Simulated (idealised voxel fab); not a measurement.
Process module name: voxel capacitor over wiring
The cross-section shown here is cut; it is 235 nm wide and divided into square cells measuring 5 nm on a side.
Cross-section spec: square-cell grid; bands listed top down; each band is one or more rows.
It is stipulated that each band's entry specify, in nanometres, the height of the top of the band and then that of its bottom, followed by the materials of the band in left-to-right sequence, each together with its width in nanometres. A single material marked by the word "everywhere" is understood to fill the band from edge to edge; the word "empty" is understood to denote empty space.
Zero point of the height axis is 0; under it, received wafer = one material. Lowest band: continues down indefinitely, "top 0, no bottom".
With a width like "30..40", each row of cells in the band differs from the next by the same amount, the top row carrying the first number and the bottom row the second.
When a step is marked "nothing different", none of the cells in the cross-section changed during that step.
You'll see "Closed cavities" listing empty spaces that have no way open to the top, as long as they're 8 cells or more; the notation is width x height at distance, where the distance is from the left edge, and all of it is in nm.
Text after the settings on a step's line: the simulator's own remark on that step.
On any step carrying a mask, the "overlay nm" setting, if present on the step's line, tells how far right of its planned place the mask lay; negative values point to the left.
Below is the list of planned process steps:
1) RECEIVE | material Si
2) CONFORMAL_DEP | material SiO2 | thk nm 15
3) DIRECTIONAL_DEP | material TiN | thk nm 5
4) DIRECTIONAL_DEP | material Ru | thk nm 20
5) DIRECTIONAL_DEP | material aC | thk nm 10
6) PATTERN | tone cover | mask id METAL_1 | material resist | width nm 20 | pitch nm 90 | thk nm 30 | overlay nm 0
7) DIRECTIONAL_ETCH | etch materials aC | depth nm 10
8) STRIP | etch materials resist
9) DIRECTIONAL_ETCH | etch materials Ru | depth nm 20
10) DIRECTIONAL_ETCH | etch materials TiN | depth nm 5
11) STRIP | etch materials aC
12) FILL_DEP | material SiO2 | thk nm 10
13) CMP | height nm 40
14) CONFORMAL_DEP | material SiCN | thk nm 5
15) DIRECTIONAL_DEP | material lowk | thk nm 15
16) MASKED_ETCH | tone open | mask id PLUG_1 | width nm 15 | etch materials lowk | depth nm 15 | overlay nm 0
17) MASKED_ETCH | tone open | mask id PLUG_1 | width nm 15 | etch materials SiCN | depth nm 5 | overlay nm 0
18) CONFORMAL_DEP | material TiN | thk nm 5
19) FILL_DEP | material Ru | thk nm 10
20) CMP | height nm 60
21) DIRECTIONAL_DEP | material TiN | thk nm 10
22) DIRECTIONAL_DEP | material Al2O3 | thk nm 5
23) DIRECTIONAL_DEP | material TiN | thk nm 5
24) PATTERN | tone cover | mask id UPPER_PLATE | material resist | width nm 75 | thk nm 20 | overlay nm 0
25) DIRECTIONAL_ETCH | etch materials TiN | depth nm 5
26) DIRECTIONAL_ETCH | etch materials Al2O3 | depth nm 5
27) STRIP | etch materials resist
28) PATTERN | tone cover | mask id LOWER_PLATE | material resist | width nm 85 | thk nm 15 | overlay nm 0
29) DIRECTIONAL_ETCH | etch materials TiN | depth nm 10
30) STRIP | etch materials resist
31) FILL_DEP | material SiO2 | thk nm 15
32) CMP | height nm 90
33) MASKED_ETCH | tone open | mask id PLUG_2 | width nm 15 | etch materials SiO2 | depth nm 10 | overlay nm 0
34) CONFORMAL_DEP | material TiN | thk nm 5
35) FILL_DEP | material Ru | thk nm 10
36) CMP | height nm 90
37) CONFORMAL_DEP | material SiN | thk nm 5
So this is the incoming wafer in cross-section - it's already been through step 1:
- top 0, no bottom: Si everywhere
- Closed cavities: none
This is how the wafer looks in cross-section once the module is done, given the starting state and plan above and one mistake in carrying the plan out:
- top 95, bottom 90: SiN everywhere
- top 90, bottom 80: 75..65 of SiO2; 15..75 of TiN; 145..95 of SiO2
- top 80, bottom 75: 65 of SiO2; 75 of Al2O3; 95 of SiO2
- top 75, bottom 65: 60 of SiO2; 85 of TiN; 90 of SiO2
- top 65, bottom 60: TiN everywhere
- top 60, bottom 45: 65 of lowk; 5 of TiN; 5 of Ru; 5 of TiN; 155 of lowk
- top 45, bottom 40: 65 of SiCN; 15 of TiN; 155 of SiCN
- top 40, bottom 20: 60 of SiO2; 20 of Ru; 70 of SiO2; 20 of Ru; 65 of SiO2
- top 20, bottom 15: 60 of SiO2; 20 of TiN; 70 of SiO2; 20 of TiN; 65 of SiO2
- top 15, bottom 0: SiO2 everywhere
- top 0, no bottom: Si everywhere
- Closed cavities: none
So what did we get wrong on this run? so step 21 ended up running with a different setting than we planned, it ran as DIRECTIONAL_DEP | material TiN | thk nm 15
